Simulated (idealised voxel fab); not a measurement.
process module | voxel quadruple lines
cross-section cut | 220 nm wide | cells 5 nm
A cross-section is a grid of square cells, given in bands from the top down. A band is one or more rows of cells.
Each band's line starts with the height of the band's top and of its bottom, in nm. Then come its materials from left to right, each with its width in nm. One material with "throughout" fills the band from edge to edge. "air" is empty space.
Height 0 is the level under which the wafer as received is all one material. The lowest band goes on downwards, as in "0 down".
A width such as "30 to 40" changes by the same amount from each row of cells to the next, from the band's top row to its bottom row.
"no change" after a step means that no cell of the cross-section changed.
closed voids: empty space of 8 cells or more with no open way to the top, each as width x height at its distance from the left edge, in nm
after a step's settings: what the simulator itself notes on the step
overlay nm, on a step with a mask: how far to the right of its planned place the mask lay; to the left if negative
Each pair below shows a cross-section before one step and the cross-section after it, down to the lowest band that changed. The line under each pair gives the step between them, with its settings. The pairs can come from different runs of this module on the same starting wafer, so a pair continues from the pair above only where its "before" says so.
before
  0 down: Si throughout
  closed voids: none
after
  5 to 0: SiO2 throughout
  below 0: unchanged
  closed voids: none
the step between: op CONFORMAL_DEP | material SiO2 | thk nm 5
before: the cross-section after the pair above
after
  20 to 5: W throughout
  below 5: unchanged
  closed voids: none
the step between: op DIRECTIONAL_DEP | material W | thk nm 15
before: the cross-section after the pair above
after
  40 to 20: polySi throughout
  below 20: unchanged
  closed voids: none
the step between: op DIRECTIONAL_DEP | material polySi | thk nm 20
before: the cross-section after the pair above
after
  60 to 40: aC throughout
  below 40: unchanged
  closed voids: none
the step between: op DIRECTIONAL_DEP | material aC | thk nm 20
before: the cross-section after the pair above
after
  90 to 60: air 95 | resist 25 | air 100
  below 60: unchanged
  closed voids: none
the step between: op PATTERN | tone cover | mask id MANDREL | material resist | width nm 25 | thk nm 30 | overlay nm 0
before: the cross-section after the pair above
after
  70 to 60: air 95 | resist 25 | air 100
  60 to 40: air 95 | aC 25 | air 100
  below 40: unchanged
  closed voids: none
the step between: op DIRECTIONAL_ETCH | etch materials aC | depth nm 20
before: the cross-section after the pair above
after
  60 to 40: air 95 | aC 25 | air 100
  below 40: unchanged
  closed voids: none
the step between: op STRIP | etch materials resist
before: the cross-section after the pair above
after
  75 to 60: air 80 | SiO2 55 | air 85
  60 to 55: air 80 | SiO2 15 | aC 25 | SiO2 15 | air 85
  55 to 40: SiO2 95 | aC 25 | SiO2 100
  below 40: unchanged
  closed voids: none
the step between: op CONFORMAL_DEP | material SiO2 | thk nm 15
before: the cross-section after the pair above
after
  60 to 40: air 80 | SiO2 15 | aC 25 | SiO2 15 | air 85
  below 40: unchanged
  closed voids: none
the step between: op DIRECTIONAL_ETCH | etch materials SiO2 | depth nm 15
before: the cross-section after the pair above
after
  60 to 40: air 80 | SiO2 15 | air 25 | SiO2 15 | air 85
  below 40: unchanged
  closed voids: none
the step between: op STRIP | etch materials aC
before: the cross-section after the pair above
after
  60 to 40: air 80 | SiO2 15 | air 25 | SiO2 15 | air 85
  40 to 20: air 80 | polySi 15 | air 25 | polySi 15 | air 85
  below 20: unchanged
  closed voids: none
the step between: op DIRECTIONAL_ETCH | etch materials polySi | depth nm 20
before: the cross-section after the pair above
after
  40 to 20: air 80 | polySi 15 | air 25 | polySi 15 | air 85
  below 20: unchanged
  closed voids: none
the step between: op STRIP | etch materials SiO2
before: the cross-section after the pair above
after
  45 to 40: air 75 | SiCN 25 | air 15 | SiCN 25 | air 80
  40 to 25: air 75 | SiCN 5 | polySi 15 | SiCN 5 | air 15 | SiCN 5 | polySi 15 | SiCN 5 | air 80
  25 to 20: SiCN 80 | polySi 15 | SiCN 25 | polySi 15 | SiCN 85
  below 20: unchanged
  closed voids: none
the step between: op CONFORMAL_DEP | material SiCN | thk nm 5
before: the cross-section after the pair above
after
  40 to 20: air 75 | SiCN 5 | polySi 15 | SiCN 5 | air 15 | SiCN 5 | polySi 15 | SiCN 5 | air 80
  below 20: unchanged
  closed voids: none
the step between: op DIRECTIONAL_ETCH | etch materials SiCN | depth nm 5
before: the cross-section after the pair above
after
  40 to 20: air 75 | SiCN 5 | air 15 | SiCN 5 | air 15 | SiCN 5 | air 15 | SiCN 5 | air 80
  below 20: unchanged
  closed voids: none
the step between: op STRIP | etch materials polySi
before: the cross-section after the pair above
after
  40 to 20: air 75 | SiCN 5 | air 15 | SiCN 5 | air 15 | SiCN 5 | air 15 | SiCN 5 | air 80
  20 to 5: air 75 | W 5 | air 15 | W 5 | air 15 | W 5 | air 15 | W 5 | air 80
  below 5: unchanged
  closed voids: none
the step between: op DIRECTIONAL_ETCH | etch materials W | depth nm 15
before: the cross-section after the pair above
after
  20 to 5: air 75 | W 5 | air 15 | W 5 | air 15 | W 5 | air 15 | W 5 | air 80
  below 5: unchanged
  closed voids: none
the step between: op STRIP | etch materials SiCN
before: the cross-section after the pair above
after
  30 to 20: lowk throughout
  20 to 5: lowk 75 | W 5 | lowk 15 | W 5 | lowk 15 | W 5 | lowk 15 | W 5 | lowk 80
  below 5: unchanged
  closed voids: none
the step between: op FILL_DEP | material lowk | thk nm 10
before: the cross-section after the pair above
after
  20 to 5: lowk 75 | W 5 | lowk 15 | W 5 | lowk 15 | W 5 | lowk 15 | W 5 | lowk 80
  below 5: unchanged
  closed voids: none
the step between: op CMP | height nm 20
before
  0 down: Si throughout
  closed voids: none
after
  15 to 0: W throughout
  below 0: unchanged
  closed voids: none
the step between: op DIRECTIONAL_DEP | material W | thk nm 15
before: the cross-section after the pair above
after
  35 to 15: polySi throughout
  below 15: unchanged
  closed voids: none
the step between: op DIRECTIONAL_DEP | material polySi | thk nm 20
before: the cross-section after the pair above
after
  55 to 35: aC throughout
  below 35: unchanged
  closed voids: none
the step between: op DIRECTIONAL_DEP | material aC | thk nm 20
before: the cross-section after the pair above
after
  85 to 55: air 95 | resist 25 | air 100
  below 55: unchanged
  closed voids: none
the step between: op PATTERN | tone cover | mask id MANDREL | material resist | width nm 25 | thk nm 30 | overlay nm 0
before: the cross-section after the pair above
after
  65 to 55: air 95 | resist 25 | air 100
  55 to 35: air 95 | aC 25 | air 100
  below 35: unchanged
  closed voids: none
the step between: op DIRECTIONAL_ETCH | etch materials aC | depth nm 20
before: the cross-section after the pair above
after
  55 to 35: air 95 | aC 25 | air 100
  below 35: unchanged
  closed voids: none
the step between: op STRIP | etch materials resist
before: the cross-section after the pair above
after
  70 to 55: air 80 | SiO2 55 | air 85
  55 to 50: air 80 | SiO2 15 | aC 25 | SiO2 15 | air 85
  50 to 35: SiO2 95 | aC 25 | SiO2 100
  below 35: unchanged
  closed voids: none
the step between: op CONFORMAL_DEP | material SiO2 | thk nm 15
before: the cross-section after the pair above
after
  55 to 35: air 80 | SiO2 15 | aC 25 | SiO2 15 | air 85
  below 35: unchanged
  closed voids: none
the step between: op DIRECTIONAL_ETCH | etch materials SiO2 | depth nm 15
before: the cross-section after the pair above
after
  55 to 35: air 80 | SiO2 15 | air 25 | SiO2 15 | air 85
  below 35: unchanged
  closed voids: none
the step between: op STRIP | etch materials aC
before: the cross-section after the pair above
after
  55 to 35: air 80 | SiO2 15 | air 25 | SiO2 15 | air 85
  35 to 15: air 80 | polySi 15 | air 25 | polySi 15 | air 85
  below 15: unchanged
  closed voids: none
the step between: op DIRECTIONAL_ETCH | etch materials polySi | depth nm 20
before: the cross-section after the pair above
after
  35 to 15: air 80 | polySi 15 | air 25 | polySi 15 | air 85
  below 15: unchanged
  closed voids: none
the step between: op STRIP | etch materials SiO2
before: the cross-section after the pair above
after
  40 to 35: air 75 | SiCN 25 | air 15 | SiCN 25 | air 80
  35 to 20: air 75 | SiCN 5 | polySi 15 | SiCN 5 | air 15 | SiCN 5 | polySi 15 | SiCN 5 | air 80
  20 to 15: SiCN 80 | polySi 15 | SiCN 25 | polySi 15 | SiCN 85
  below 15: unchanged
  closed voids: none
the step between: op CONFORMAL_DEP | material SiCN | thk nm 5
before: the cross-section after the pair above
after
  35 to 15: air 75 | SiCN 5 | polySi 15 | SiCN 5 | air 15 | SiCN 5 | polySi 15 | SiCN 5 | air 80
  below 15: unchanged
  closed voids: none
the step between: op DIRECTIONAL_ETCH | etch materials SiCN | depth nm 5
before: the cross-section after the pair above
after
  35 to 15: air 75 | SiCN 5 | air 15 | SiCN 5 | air 15 | SiCN 5 | air 15 | SiCN 5 | air 80
  below 15: unchanged
  closed voids: none
the step between: op STRIP | etch materials polySi
before: the cross-section after the pair above
after
  35 to 15: air 75 | SiCN 5 | air 15 | SiCN 5 | air 15 | SiCN 5 | air 15 | SiCN 5 | air 80
  15 to 0: air 75 | W 5 | air 15 | W 5 | air 15 | W 5 | air 15 | W 5 | air 80
  below 0: unchanged
  closed voids: none
the step between: op DIRECTIONAL_ETCH | etch materials W | depth nm 15
before: the cross-section after the pair above
after
  15 to 0: air 75 | W 5 | air 15 | W 5 | air 15 | W 5 | air 15 | W 5 | air 80
  below 0: unchanged
  closed voids: none
the step between: op STRIP | etch materials SiCN
before: the cross-section after the pair above
after
  25 to 15: lowk throughout
  15 to 0: lowk 75 | W 5 | lowk 15 | W 5 | lowk 15 | W 5 | lowk 15 | W 5 | lowk 80
  below 0: unchanged
  closed voids: none
the step between: op FILL_DEP | material lowk | thk nm 10
before: the cross-section after the pair above
after
  20 to 15: lowk throughout
  below 15: unchanged
  closed voids: none
the step between: op CMP | height nm 20
before
  5 to 0: SiO2 throughout
  0 down: Si throughout
  closed voids: none
after
  25 to 5: polySi throughout
  below 5: unchanged
  closed voids: none
the step between: op DIRECTIONAL_DEP | material polySi | thk nm 20
before: the cross-section after the pair above
after
  40 to 25: W throughout
  below 25: unchanged
  closed voids: none
the step between: op DIRECTIONAL_DEP | material W | thk nm 15
before: the cross-section after the pair above
after
  60 to 40: aC throughout
  below 40: unchanged
  closed voids: none
the step between: op DIRECTIONAL_DEP | material aC | thk nm 20
before: the cross-section after the pair above
after
  90 to 60: air 95 | resist 25 | air 100
  below 60: unchanged
  closed voids: none
the step between: op PATTERN | tone cover | mask id MANDREL | material resist | width nm 25 | thk nm 30 | overlay nm 0
before: the cross-section after the pair above
after
  70 to 60: air 95 | resist 25 | air 100
  60 to 40: air 95 | aC 25 | air 100
  below 40: unchanged
  closed voids: none
the step between: op DIRECTIONAL_ETCH | etch materials aC | depth nm 20
before: the cross-section after the pair above
after
  60 to 40: air 95 | aC 25 | air 100
  below 40: unchanged
  closed voids: none
the step between: op STRIP | etch materials resist
before: the cross-section after the pair above
after
  75 to 60: air 80 | SiO2 55 | air 85
  60 to 55: air 80 | SiO2 15 | aC 25 | SiO2 15 | air 85
  55 to 40: SiO2 95 | aC 25 | SiO2 100
  below 40: unchanged
  closed voids: none
the step between: op CONFORMAL_DEP | material SiO2 | thk nm 15
before: the cross-section after the pair above
after
  60 to 40: air 80 | SiO2 15 | aC 25 | SiO2 15 | air 85
  below 40: unchanged
  closed voids: none
the step between: op DIRECTIONAL_ETCH | etch materials SiO2 | depth nm 15
before: the cross-section after the pair above
after
  60 to 40: air 80 | SiO2 15 | air 25 | SiO2 15 | air 85
  below 40: unchanged
  closed voids: none
the step between: op STRIP | etch materials aC
before: the cross-section after the pair above
after
  40 to 25: W throughout
  below 25: unchanged
  closed voids: none
the step between: op STRIP | etch materials SiO2
before: the cross-section after the pair above
after
  45 to 40: SiCN throughout
  below 40: unchanged
  closed voids: none
the step between: op CONFORMAL_DEP | material SiCN | thk nm 5
before: the cross-section after the pair above
after
  40 to 25: W throughout
  below 25: unchanged
  closed voids: none
the step between: op DIRECTIONAL_ETCH | etch materials SiCN | depth nm 5
before: the cross-section after the pair above
after
  25 to 5: polySi throughout
  below 5: unchanged
  closed voids: none
the step between: op DIRECTIONAL_ETCH | etch materials W | depth nm 15
before: the cross-section after the pair above
after
  35 to 25: lowk throughout
  below 25: unchanged
  closed voids: none
the step between: op FILL_DEP | material lowk | thk nm 10
before: the cross-section after the pair above
after
  20 to 5: polySi throughout
  below 5: unchanged
  closed voids: none
the step between: op CMP | height nm 20
before
  5 to 0: SiO2 throughout
  0 down: Si throughout
  closed voids: none
after
  15 to 5: W throughout
  below 5: unchanged
  closed voids: none
the step between: op DIRECTIONAL_DEP | material W | thk nm 10
before: the cross-section after the pair above
after
  35 to 15: polySi throughout
  below 15: unchanged
  closed voids: none
the step between: op DIRECTIONAL_DEP | material polySi | thk nm 20
before: the cross-section after the pair above
after
  55 to 35: aC throughout
  below 35: unchanged
  closed voids: none
the step between: op DIRECTIONAL_DEP | material aC | thk nm 20
before: the cross-section after the pair above
after
  85 to 55: air 95 | resist 25 | air 100
  below 55: unchanged
  closed voids: none
the step between: op PATTERN | tone cover | mask id MANDREL | material resist | width nm 25 | thk nm 30 | overlay nm 0
before: the cross-section after the pair above
after
  65 to 55: air 95 | resist 25 | air 100
  55 to 35: air 95 | aC 25 | air 100
  below 35: unchanged
  closed voids: none
the step between: op DIRECTIONAL_ETCH | etch materials aC | depth nm 20
before: the cross-section after the pair above
after
  55 to 35: air 95 | aC 25 | air 100
  below 35: unchanged
  closed voids: none
the step between: op STRIP | etch materials resist
before: the cross-section after the pair above
after
  70 to 55: air 80 | SiO2 55 | air 85
  55 to 50: air 80 | SiO2 15 | aC 25 | SiO2 15 | air 85
  50 to 35: SiO2 95 | aC 25 | SiO2 100
  below 35: unchanged
  closed voids: none
the step between: op CONFORMAL_DEP | material SiO2 | thk nm 15
before: the cross-section after the pair above
after
  55 to 35: air 80 | SiO2 15 | aC 25 | SiO2 15 | air 85
  below 35: unchanged
  closed voids: none
the step between: op DIRECTIONAL_ETCH | etch materials SiO2 | depth nm 15
before: the cross-section after the pair above
after
  55 to 35: air 80 | SiO2 15 | air 25 | SiO2 15 | air 85
  below 35: unchanged
  closed voids: none
the step between: op STRIP | etch materials aC
before: the cross-section after the pair above
after
  55 to 35: air 80 | SiO2 15 | air 25 | SiO2 15 | air 85
  35 to 15: air 80 | polySi 15 | air 25 | polySi 15 | air 85
  below 15: unchanged
  closed voids: none
the step between: op DIRECTIONAL_ETCH | etch materials polySi | depth nm 20
before: the cross-section after the pair above
after
  35 to 15: air 80 | polySi 15 | air 25 | polySi 15 | air 85
  below 15: unchanged
  closed voids: none
the step between: op STRIP | etch materials SiO2
before: the cross-section after the pair above
after
  40 to 35: air 75 | SiCN 25 | air 15 | SiCN 25 | air 80
  35 to 20: air 75 | SiCN 5 | polySi 15 | SiCN 5 | air 15 | SiCN 5 | polySi 15 | SiCN 5 | air 80
  20 to 15: SiCN 80 | polySi 15 | SiCN 25 | polySi 15 | SiCN 85
  below 15: unchanged
  closed voids: none
the step between: op CONFORMAL_DEP | material SiCN | thk nm 5
before: the cross-section after the pair above
after
  35 to 15: air 75 | SiCN 5 | polySi 15 | SiCN 5 | air 15 | SiCN 5 | polySi 15 | SiCN 5 | air 80
  below 15: unchanged
  closed voids: none
the step between: op DIRECTIONAL_ETCH | etch materials SiCN | depth nm 5
before: the cross-section after the pair above
after
  35 to 15: air 75 | SiCN 5 | air 15 | SiCN 5 | air 15 | SiCN 5 | air 15 | SiCN 5 | air 80
  below 15: unchanged
  closed voids: none
the step between: op STRIP | etch materials polySi
before: the cross-section after the pair above
after
  35 to 15: air 75 | SiCN 5 | air 15 | SiCN 5 | air 15 | SiCN 5 | air 15 | SiCN 5 | air 80
  15 to 5: air 75 | W 5 | air 15 | W 5 | air 15 | W 5 | air 15 | W 5 | air 80
  below 5: unchanged
  closed voids: none
the step between: op DIRECTIONAL_ETCH | etch materials W | depth nm 15
before: the cross-section after the pair above
after
  15 to 5: air 75 | W 5 | air 15 | W 5 | air 15 | W 5 | air 15 | W 5 | air 80
  below 5: unchanged
  closed voids: none
the step between: op STRIP | etch materials SiCN
before: the cross-section after the pair above
after
  25 to 15: lowk throughout
  15 to 5: lowk 75 | W 5 | lowk 15 | W 5 | lowk 15 | W 5 | lowk 15 | W 5 | lowk 80
  below 5: unchanged
  closed voids: none
the step between: op FILL_DEP | material lowk | thk nm 10
before: the cross-section after the pair above
after
  20 to 15: lowk throughout
  below 15: unchanged
  closed voids: none
the step between: op CMP | height nm 20
before
  60 to 40: aC throughout
  40 to 20: polySi throughout
  20 to 5: W throughout
  5 to 0: SiO2 throughout
  0 down: Si throughout
  closed voids: none
after
  90 to 60: air 100 | resist 20 | air 100
  below 60: unchanged
  closed voids: none
the step between: op PATTERN | tone cover | mask id MANDREL | material resist | width nm 20 | thk nm 30 | overlay nm 0
before: the cross-section after the pair above
after
  70 to 60: air 100 | resist 20 | air 100
  60 to 40: air 100 | aC 20 | air 100
  below 40: unchanged
  closed voids: none
the step between: op DIRECTIONAL_ETCH | etch materials aC | depth nm 20
before: the cross-section after the pair above
after
  60 to 40: air 100 | aC 20 | air 100
  below 40: unchanged
  closed voids: none
the step between: op STRIP | etch materials resist
before: the cross-section after the pair above
after
  75 to 60: air 85 | SiO2 50 | air 85
  60 to 55: air 85 | SiO2 15 | aC 20 | SiO2 15 | air 85
  55 to 40: SiO2 100 | aC 20 | SiO2 100
  below 40: unchanged
  closed voids: none
the step between: op CONFORMAL_DEP | material SiO2 | thk nm 15
before: the cross-section after the pair above
after
  60 to 40: air 85 | SiO2 15 | aC 20 | SiO2 15 | air 85
  below 40: unchanged
  closed voids: none
the step between: op DIRECTIONAL_ETCH | etch materials SiO2 | depth nm 15
before: the cross-section after the pair above
after
  60 to 40: air 85 | SiO2 15 | air 20 | SiO2 15 | air 85
  below 40: unchanged
  closed voids: none
the step between: op STRIP | etch materials aC
before: the cross-section after the pair above
after
  60 to 40: air 85 | SiO2 15 | air 20 | SiO2 15 | air 85
  40 to 20: air 85 | polySi 15 | air 20 | polySi 15 | air 85
  below 20: unchanged
  closed voids: none
the step between: op DIRECTIONAL_ETCH | etch materials polySi | depth nm 20
before: the cross-section after the pair above
after
  40 to 20: air 85 | polySi 15 | air 20 | polySi 15 | air 85
  below 20: unchanged
  closed voids: none
the step between: op STRIP | etch materials SiO2
before: the cross-section after the pair above
after
  45 to 40: air 80 | SiCN 25 | air 10 | SiCN 25 | air 80
  40 to 25: air 80 | SiCN 5 | polySi 15 | SiCN 5 | air 10 | SiCN 5 | polySi 15 | SiCN 5 | air 80
  25 to 20: SiCN 85 | polySi 15 | SiCN 20 | polySi 15 | SiCN 85
  below 20: unchanged
  closed voids: none
the step between: op CONFORMAL_DEP | material SiCN | thk nm 5
before: the cross-section after the pair above
after
  40 to 20: air 80 | SiCN 5 | polySi 15 | SiCN 5 | air 10 | SiCN 5 | polySi 15 | SiCN 5 | air 80
  below 20: unchanged
  closed voids: none
the step between: op DIRECTIONAL_ETCH | etch materials SiCN | depth nm 5
before: the cross-section after the pair above
after
  40 to 20: air 80 | SiCN 5 | air 15 | SiCN 5 | air 10 | SiCN 5 | air 15 | SiCN 5 | air 80
  below 20: unchanged
  closed voids: none
the step between: op STRIP | etch materials polySi
before: the cross-section after the pair above
after
  40 to 20: air 80 | SiCN 5 | air 15 | SiCN 5 | air 10 | SiCN 5 | air 15 | SiCN 5 | air 80
  20 to 5: air 80 | W 5 | air 15 | W 5 | air 10 | W 5 | air 15 | W 5 | air 80
  below 5: unchanged
  closed voids: none
the step between: op DIRECTIONAL_ETCH | etch materials W | depth nm 15
before: the cross-section after the pair above
after
  20 to 5: air 80 | W 5 | air 15 | W 5 | air 10 | W 5 | air 15 | W 5 | air 80
  below 5: unchanged
  closed voids: none
the step between: op STRIP | etch materials SiCN
before: the cross-section after the pair above
after
  30 to 20: lowk throughout
  20 to 5: lowk 80 | W 5 | lowk 15 | W 5 | lowk 10 | W 5 | lowk 15 | W 5 | lowk 80
  below 5: unchanged
  closed voids: none
the step between: op FILL_DEP | material lowk | thk nm 10
before: the cross-section after the pair above
after
  20 to 5: lowk 80 | W 5 | lowk 15 | W 5 | lowk 10 | W 5 | lowk 15 | W 5 | lowk 80
  below 5: unchanged
  closed voids: none
the step between: op CMP | height nm 20
before
  60 to 40: aC throughout
  40 to 20: polySi throughout
  20 to 5: W throughout
  5 to 0: SiO2 throughout
  0 down: Si throughout
  closed voids: none
after
  90 to 60: air 100 | resist 25 | air 95
  below 60: unchanged
  closed voids: none
the step between: op PATTERN | tone cover | mask id MANDREL | material resist | width nm 25 | thk nm 30 | overlay nm 5
before: the cross-section after the pair above
after
  70 to 60: air 100 | resist 25 | air 95
  60 to 40: air 100 | aC 25 | air 95
  below 40: unchanged
  closed voids: none
the step between: op DIRECTIONAL_ETCH | etch materials aC | depth nm 20
before: the cross-section after the pair above
after
  60 to 40: air 100 | aC 25 | air 95
  below 40: unchanged
  closed voids: none
the step between: op STRIP | etch materials resist
before: the cross-section after the pair above
after
  75 to 60: air 85 | SiO2 55 | air 80
  60 to 55: air 85 | SiO2 15 | aC 25 | SiO2 15 | air 80
  55 to 40: SiO2 100 | aC 25 | SiO2 95
  below 40: unchanged
  closed voids: none
the step between: op CONFORMAL_DEP | material SiO2 | thk nm 15
before: the cross-section after the pair above
after
  60 to 40: air 85 | SiO2 15 | aC 25 | SiO2 15 | air 80
  below 40: unchanged
  closed voids: none
the step between: op DIRECTIONAL_ETCH | etch materials SiO2 | depth nm 15
before: the cross-section after the pair above
after
  60 to 40: air 85 | SiO2 15 | air 25 | SiO2 15 | air 80
  below 40: unchanged
  closed voids: none
the step between: op STRIP | etch materials aC
before: the cross-section after the pair above
after
  60 to 40: air 85 | SiO2 15 | air 25 | SiO2 15 | air 80
  40 to 20: air 85 | polySi 15 | air 25 | polySi 15 | air 80
  below 20: unchanged
  closed voids: none
the step between: op DIRECTIONAL_ETCH | etch materials polySi | depth nm 20
before: the cross-section after the pair above
after
  40 to 20: air 85 | polySi 15 | air 25 | polySi 15 | air 80
  below 20: unchanged
  closed voids: none
the step between: op STRIP | etch materials SiO2
before: the cross-section after the pair above
after
  45 to 40: air 80 | SiCN 25 | air 15 | SiCN 25 | air 75
  40 to 25: air 80 | SiCN 5 | polySi 15 | SiCN 5 | air 15 | SiCN 5 | polySi 15 | SiCN 5 | air 75
  25 to 20: SiCN 85 | polySi 15 | SiCN 25 | polySi 15 | SiCN 80
  below 20: unchanged
  closed voids: none
the step between: op CONFORMAL_DEP | material SiCN | thk nm 5
before: the cross-section after the pair above
after
  40 to 20: air 80 | SiCN 5 | polySi 15 | SiCN 5 | air 15 | SiCN 5 | polySi 15 | SiCN 5 | air 75
  below 20: unchanged
  closed voids: none
the step between: op DIRECTIONAL_ETCH | etch materials SiCN | depth nm 5
before: the cross-section after the pair above
after
  40 to 20: air 80 | SiCN 5 | air 15 | SiCN 5 | air 15 | SiCN 5 | air 15 | SiCN 5 | air 75
  below 20: unchanged
  closed voids: none
the step between: op STRIP | etch materials polySi
before: the cross-section after the pair above
after
  40 to 20: air 80 | SiCN 5 | air 15 | SiCN 5 | air 15 | SiCN 5 | air 15 | SiCN 5 | air 75
  20 to 5: air 80 | W 5 | air 15 | W 5 | air 15 | W 5 | air 15 | W 5 | air 75
  below 5: unchanged
  closed voids: none
the step between: op DIRECTIONAL_ETCH | etch materials W | depth nm 15
before: the cross-section after the pair above
after
  20 to 5: air 80 | W 5 | air 15 | W 5 | air 15 | W 5 | air 15 | W 5 | air 75
  below 5: unchanged
  closed voids: none
the step between: op STRIP | etch materials SiCN
before: the cross-section after the pair above
after
  30 to 20: lowk throughout
  20 to 5: lowk 80 | W 5 | lowk 15 | W 5 | lowk 15 | W 5 | lowk 15 | W 5 | lowk 75
  below 5: unchanged
  closed voids: none
the step between: op FILL_DEP | material lowk | thk nm 10
before: the cross-section after the pair above
after
  20 to 5: lowk 80 | W 5 | lowk 15 | W 5 | lowk 15 | W 5 | lowk 15 | W 5 | lowk 75
  below 5: unchanged
  closed voids: none
the step between: op CMP | height nm 20
before
  0 down: Si throughout
  closed voids: none
after
  5 to 0: W throughout
  below 0: unchanged
  closed voids: none
the step between: op CONFORMAL_DEP | material W | thk nm 5
before: the cross-section after the pair above
after
  20 to 0: W throughout
  below 0: unchanged
  closed voids: none
the step between: op DIRECTIONAL_DEP | material W | thk nm 15
before: the cross-section after the pair above
after
  40 to 20: polySi throughout
  below 20: unchanged
  closed voids: none
the step between: op DIRECTIONAL_DEP | material polySi | thk nm 20
before: the cross-section after the pair above
after
  60 to 40: aC throughout
  below 40: unchanged
  closed voids: none
the step between: op DIRECTIONAL_DEP | material aC | thk nm 20
before: the cross-section after the pair above
after
  90 to 60: air 95 | resist 25 | air 100
  below 60: unchanged
  closed voids: none
the step between: op PATTERN | tone cover | mask id MANDREL | material resist | width nm 25 | thk nm 30 | overlay nm 0
before: the cross-section after the pair above
after
  70 to 60: air 95 | resist 25 | air 100
  60 to 40: air 95 | aC 25 | air 100
  below 40: unchanged
  closed voids: none
the step between: op DIRECTIONAL_ETCH | etch materials aC | depth nm 20
before: the cross-section after the pair above
after
  60 to 40: air 95 | aC 25 | air 100
  below 40: unchanged
  closed voids: none
the step between: op STRIP | etch materials resist
before: the cross-section after the pair above
after
  75 to 60: air 80 | SiO2 55 | air 85
  60 to 55: air 80 | SiO2 15 | aC 25 | SiO2 15 | air 85
  55 to 40: SiO2 95 | aC 25 | SiO2 100
  below 40: unchanged
  closed voids: none
the step between: op CONFORMAL_DEP | material SiO2 | thk nm 15
before: the cross-section after the pair above
after
  60 to 40: air 80 | SiO2 15 | aC 25 | SiO2 15 | air 85
  below 40: unchanged
  closed voids: none
the step between: op DIRECTIONAL_ETCH | etch materials SiO2 | depth nm 15
before: the cross-section after the pair above
after
  60 to 40: air 80 | SiO2 15 | air 25 | SiO2 15 | air 85
  below 40: unchanged
  closed voids: none
the step between: op STRIP | etch materials aC
before: the cross-section after the pair above
after
  60 to 40: air 80 | SiO2 15 | air 25 | SiO2 15 | air 85
  40 to 20: air 80 | polySi 15 | air 25 | polySi 15 | air 85
  below 20: unchanged
  closed voids: none
the step between: op DIRECTIONAL_ETCH | etch materials polySi | depth nm 20
before: the cross-section after the pair above
after
  40 to 20: air 80 | polySi 15 | air 25 | polySi 15 | air 85
  below 20: unchanged
  closed voids: none
the step between: op STRIP | etch materials SiO2
before: the cross-section after the pair above
after
  45 to 40: air 75 | SiCN 25 | air 15 | SiCN 25 | air 80
  40 to 25: air 75 | SiCN 5 | polySi 15 | SiCN 5 | air 15 | SiCN 5 | polySi 15 | SiCN 5 | air 80
  25 to 20: SiCN 80 | polySi 15 | SiCN 25 | polySi 15 | SiCN 85
  below 20: unchanged
  closed voids: none
the step between: op CONFORMAL_DEP | material SiCN | thk nm 5
before: the cross-section after the pair above
after
  40 to 20: air 75 | SiCN 5 | polySi 15 | SiCN 5 | air 15 | SiCN 5 | polySi 15 | SiCN 5 | air 80
  below 20: unchanged
  closed voids: none
the step between: op DIRECTIONAL_ETCH | etch materials SiCN | depth nm 5
before: the cross-section after the pair above
after
  40 to 20: air 75 | SiCN 5 | air 15 | SiCN 5 | air 15 | SiCN 5 | air 15 | SiCN 5 | air 80
  below 20: unchanged
  closed voids: none
the step between: op STRIP | etch materials polySi
before: the cross-section after the pair above
after
  40 to 20: air 75 | SiCN 5 | air 15 | SiCN 5 | air 15 | SiCN 5 | air 15 | SiCN 5 | air 80
  20 to 5: air 75 | W 5 | air 15 | W 5 | air 15 | W 5 | air 15 | W 5 | air 80
  below 5: unchanged
  closed voids: none
the step between: op DIRECTIONAL_ETCH | etch materials W | depth nm 15
before: the cross-section after the pair above
after
  20 to 5: air 75 | W 5 | air 15 | W 5 | air 15 | W 5 | air 15 | W 5 | air 80
  below 5: unchanged
  closed voids: none
the step between: op STRIP | etch materials SiCN
before: the cross-section after the pair above
after
  30 to 20: lowk throughout
  20 to 5: lowk 75 | W 5 | lowk 15 | W 5 | lowk 15 | W 5 | lowk 15 | W 5 | lowk 80
  below 5: unchanged
  closed voids: none
the step between: op FILL_DEP | material lowk | thk nm 10
before: the cross-section after the pair above
after
  20 to 5: lowk 75 | W 5 | lowk 15 | W 5 | lowk 15 | W 5 | lowk 15 | W 5 | lowk 80
  below 5: unchanged
  closed voids: none
the step between: op CMP | height nm 20
before
  60 to 40: aC throughout
  40 to 20: polySi throughout
  20 to 5: W throughout
  5 to 0: SiO2 throughout
  0 down: Si throughout
  closed voids: none
after
  90 to 60: resist 95 | air 25 | resist 100
  below 60: unchanged
  closed voids: none
the step between: op PATTERN | tone open | mask id MANDREL | material resist | width nm 25 | thk nm 30 | overlay nm 0
before: the cross-section after the pair above
after
  70 to 60: resist 95 | air 25 | resist 100
  60 to 40: aC 95 | air 25 | aC 100
  below 40: unchanged
  closed voids: none
the step between: op DIRECTIONAL_ETCH | etch materials aC | depth nm 20
before: the cross-section after the pair above
after
  60 to 40: aC 95 | air 25 | aC 100
  below 40: unchanged
  closed voids: none
the step between: op STRIP | etch materials resist
before: the cross-section after the pair above
after
  75 to 60: SiO2 throughout
  60 to 40: aC 95 | SiO2 25 | aC 100
  below 40: unchanged
  closed voids: none
the step between: op CONFORMAL_DEP | material SiO2 | thk nm 15
before: the cross-section after the pair above
after
  60 to 40: aC 95 | SiO2 25 | aC 100
  below 40: unchanged
  closed voids: none
the step between: op DIRECTIONAL_ETCH | etch materials SiO2 | depth nm 15
before: the cross-section after the pair above
after
  60 to 40: air 95 | SiO2 25 | air 100
  below 40: unchanged
  closed voids: none
the step between: op STRIP | etch materials aC
before: the cross-section after the pair above
after
  60 to 40: air 95 | SiO2 25 | air 100
  40 to 20: air 95 | polySi 25 | air 100
  below 20: unchanged
  closed voids: none
the step between: op DIRECTIONAL_ETCH | etch materials polySi | depth nm 20
before: the cross-section after the pair above
after
  40 to 20: air 95 | polySi 25 | air 100
  below 20: unchanged
  closed voids: none
the step between: op STRIP | etch materials SiO2
before: the cross-section after the pair above
after
  45 to 40: air 90 | SiCN 35 | air 95
  40 to 25: air 90 | SiCN 5 | polySi 25 | SiCN 5 | air 95
  25 to 20: SiCN 95 | polySi 25 | SiCN 100
  below 20: unchanged
  closed voids: none
the step between: op CONFORMAL_DEP | material SiCN | thk nm 5
before: the cross-section after the pair above
after
  40 to 20: air 90 | SiCN 5 | polySi 25 | SiCN 5 | air 95
  below 20: unchanged
  closed voids: none
the step between: op DIRECTIONAL_ETCH | etch materials SiCN | depth nm 5
before: the cross-section after the pair above
after
  40 to 20: air 90 | SiCN 5 | air 25 | SiCN 5 | air 95
  below 20: unchanged
  closed voids: none
the step between: op STRIP | etch materials polySi
